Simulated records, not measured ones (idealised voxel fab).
Documented hereafter: the process module known as voxel self aligned vias.
Section shown: cut. Width: 285 nm. Cell size: 5 nm, square.
Cross-section, as written here: a square-cell grid given band by band from the top down, where a band holds one or more rows of cells.
Heads up on the band format: heights come first, top then bottom, in nm. After that it's the materials left to right, each with its width in nm. A single material flagged "full width" fills the whole band edge to edge, and "empty" means there's empty space there.
Counting heights begins at 0, where everything beneath is, in the wafer as received, one material. The lowest band has no bottom; it goes on downwards, as "0..down" shows.
When a width is written as two numbers, as in "30..40", the first number is the width in the top row of cells of the band and the second is the width in its bottom row, and the width changes by the same amount from each row to the next.
For the purposes of this document, the phrase "remains unaltered" attached to a step denotes that no cell within the cross-section was modified by that step.
This entry, "Trapped voids", enumerates those empty regions of no fewer than 8 cells that possess no open connection to the top. Each region is reported in the form width x height at distance, the distance being taken from the left edge, with all three quantities expressed in nm.
Past the settings on a step's line: simulator remark, on that step.
overlay nm: on a step with a mask, how far right of its planned place the mask lay; negative means left.
Process steps foreseen in the plan
1,RECEIVE (material Si)
2,CONFORMAL_DEP (material SiO2; thk nm 15)
3,CONFORMAL_DEP (material SiCN; thk nm 5)
4,DIRECTIONAL_DEP (material lowk; thk nm 25)
5,MASKED_ETCH (tone open; mask id LINES; width nm 30; pitch nm 60; etch materials lowk; depth nm 25; overlay nm 0)
6,CONFORMAL_DEP (material TiN; thk nm 5)
7,FILL_DEP (material W; thk nm 10)
8,CMP (height nm 45)
9,SELECTIVE_ETCH (etch materials W Ru TiN; depth nm 5)
10,FILL_DEP (material SiN; thk nm 5)
11,CMP (height nm 45)
12,DIRECTIONAL_DEP (material lowk; thk nm 20)
13,MASKED_ETCH (tone open; mask id VIAS; width nm 40; pitch nm 60; etch materials lowk; depth nm 20; overlay nm 0)
14,MASKED_ETCH (tone open; mask id VIAS; width nm 40; pitch nm 60; etch materials SiN; depth nm 5; overlay nm 0)
15,CONFORMAL_DEP (material TiN; thk nm 5)
16,FILL_DEP (material Cu; thk nm 5)
17,CMP (height nm 65)
18,CONFORMAL_DEP (material SiCN; thk nm 5)
first wafer, as planned
So this is the incoming wafer in cross-section - it's already been through step 1
	0..down: Si full width
	Trapped voids: none
Cross-section of the wafer after step 2
	15..0: SiO2 full width
	For the remainder of the cross-section, below 0, there is no change.
Cross-section of the wafer after step 3
	20..15: SiCN full width
	For the remainder of the cross-section, below 15, there is no change.
Cross-section of the wafer after step 4
	45..20: lowk full width
	For the remainder of the cross-section, below 20, there is no change.
Cross-section of the wafer after step 5
	45..20: lowk (65); empty (30); lowk (30); empty (30); lowk (30); empty (30); lowk (70)
	For the remainder of the cross-section, below 20, there is no change.
Cross-section of the wafer after step 6
	50..45: TiN (70); empty (20); TiN (40); empty (20); TiN (40); empty (20); TiN (75)
	45..25: lowk (65); TiN (5); empty (20); TiN (5); lowk (30); TiN (5); empty (20); TiN (5); lowk (30); TiN (5); empty (20); TiN (5); lowk (70)
	25..20: lowk (65); TiN (30); lowk (30); TiN (30); lowk (30); TiN (30); lowk (70)
	For the remainder of the cross-section, below 20, there is no change.
Cross-section of the wafer after step 7
	60..50: W full width
	50..45: TiN (70); W (20); TiN (40); W (20); TiN (40); W (20); TiN (75)
	45..25: lowk (65); TiN (5); W (20); TiN (5); lowk (30); TiN (5); W (20); TiN (5); lowk (30); TiN (5); W (20); TiN (5); lowk (70)
	For the remainder of the cross-section, below 25, there is no change.
Cross-section of the wafer after step 8
	45..25: lowk (65); TiN (5); W (20); TiN (5); lowk (30); TiN (5); W (20); TiN (5); lowk (30); TiN (5); W (20); TiN (5); lowk (70)
	For the remainder of the cross-section, below 25, there is no change.
Cross-section of the wafer after step 9
	45..40: lowk (65); empty (30); lowk (30); empty (30); lowk (30); empty (30); lowk (70)
	For the remainder of the cross-section, below 40, there is no change.
Cross-section of the wafer after step 10
	50..45: SiN full width
	45..40: lowk (65); SiN (30); lowk (30); SiN (30); lowk (30); SiN (30); lowk (70)
	For the remainder of the cross-section, below 40, there is no change.
Cross-section of the wafer after step 11
	45..40: lowk (65); SiN (30); lowk (30); SiN (30); lowk (30); SiN (30); lowk (70)
	For the remainder of the cross-section, below 40, there is no change.
Cross-section of the wafer after step 12
	65..45: lowk full width
	For the remainder of the cross-section, below 45, there is no change.
Cross-section of the wafer after step 13
	65..45: lowk (60); empty (40); lowk (20); empty (40); lowk (20); empty (40); lowk (65)
	For the remainder of the cross-section, below 45, there is no change.
Cross-section of the wafer after step 14
	65..45: lowk (60); empty (40); lowk (20); empty (40); lowk (20); empty (40); lowk (65)
	45..40: lowk (65); empty (30); lowk (30); empty (30); lowk (30); empty (30); lowk (70)
	For the remainder of the cross-section, below 40, there is no change.
Cross-section of the wafer after step 15
	70..65: TiN (65); empty (30); TiN (30); empty (30); TiN (30); empty (30); TiN (70)
	65..50: lowk (60); TiN (5); empty (30); TiN (5); lowk (20); TiN (5); empty (30); TiN (5); lowk (20); TiN (5); empty (30); TiN (5); lowk (65)
	50..45: lowk (60); TiN (10); empty (20); TiN (10); lowk (20); TiN (10); empty (20); TiN (10); lowk (20); TiN (10); empty (20); TiN (10); lowk (65)
	45..40: lowk (65); TiN (30); lowk (30); TiN (30); lowk (30); TiN (30); lowk (70)
	For the remainder of the cross-section, below 40, there is no change.
Cross-section of the wafer after step 16
	75..70: Cu full width
	70..65: TiN (65); Cu (30); TiN (30); Cu (30); TiN (30); Cu (30); TiN (70)
	65..50: lowk (60); TiN (5); Cu (30); TiN (5); lowk (20); TiN (5); Cu (30); TiN (5); lowk (20); TiN (5); Cu (30); TiN (5); lowk (65)
	50..45: lowk (60); TiN (10); Cu (20); TiN (10); lowk (20); TiN (10); Cu (20); TiN (10); lowk (20); TiN (10); Cu (20); TiN (10); lowk (65)
	For the remainder of the cross-section, below 45, there is no change.
Cross-section of the wafer after step 17
	65..50: lowk (60); TiN (5); Cu (30); TiN (5); lowk (20); TiN (5); Cu (30); TiN (5); lowk (20); TiN (5); Cu (30); TiN (5); lowk (65)
	For the remainder of the cross-section, below 50, there is no change.
Cross-section of the wafer after step 18
	70..65: SiCN full width
	For the remainder of the cross-section, below 65, there is no change.
Second wafer. Start and plan as for the first. One mistake made in running. Agrees with the first up to and including step 11
The second wafer in cross-section, at the planned close of step 12
	55..45: lowk full width
	For the remainder of the cross-section, below 45, there is no change.
The second wafer in cross-section, at the planned close of step 13
	55..45: lowk (60); empty (40); lowk (20); empty (40); lowk (20); empty (40); lowk (65)
	45..40: lowk (60); empty (5); SiN (30); empty (5); lowk (20); empty (5); SiN (30); empty (5); lowk (20); empty (5); SiN (30); empty (5); lowk (65)
	40..35: lowk (60); empty (5); TiN (5); W (20); TiN (5); empty (5); lowk (20); empty (5); TiN (5); W (20); TiN (5); empty (5); lowk (20); empty (5); TiN (5); W (20); TiN (5); empty (5); lowk (65)
	For the remainder of the cross-section, below 35, there is no change.
The second wafer in cross-section, at the planned close of step 14
	55..40: lowk (60); empty (40); lowk (20); empty (40); lowk (20); empty (40); lowk (65)
	For the remainder of the cross-section, below 40, there is no change.
The second wafer in cross-section, at the planned close of step 15
	60..55: TiN (65); empty (30); TiN (30); empty (30); TiN (30); empty (30); TiN (70)
	55..45: lowk (60); TiN (5); empty (30); TiN (5); lowk (20); TiN (5); empty (30); TiN (5); lowk (20); TiN (5); empty (30); TiN (5); lowk (65)
	45..40: lowk (60); TiN (40); lowk (20); TiN (40); lowk (20); TiN (40); lowk (65)
	40..35: lowk (60); TiN (10); W (20); TiN (10); lowk (20); TiN (10); W (20); TiN (10); lowk (20); TiN (10); W (20); TiN (10); lowk (65)
	For the remainder of the cross-section, below 35, there is no change.
The second wafer in cross-section, at the planned close of step 16
	65..60: Cu full width
	60..55: TiN (65); Cu (30); TiN (30); Cu (30); TiN (30); Cu (30); TiN (70)
	55..45: lowk (60); TiN (5); Cu (30); TiN (5); lowk (20); TiN (5); Cu (30); TiN (5); lowk (20); TiN (5); Cu (30); TiN (5); lowk (65)
	For the remainder of the cross-section, below 45, there is no change.
The second wafer in cross-section, at the planned close of step 17: remains unaltered
The second wafer in cross-section, at the planned close of step 18
	70..65: SiCN full width
	For the remainder of the cross-section, below 65, there is no change.
Misprocessing identified: step 12 ran differently from the plan; actual operation with settings: DIRECTIONAL_DEP (material lowk; thk nm 10)
Final tally in cells, some materials are higher or lower on the second wafer than on the first: Cu +45 | TiN +33 | lowk -78
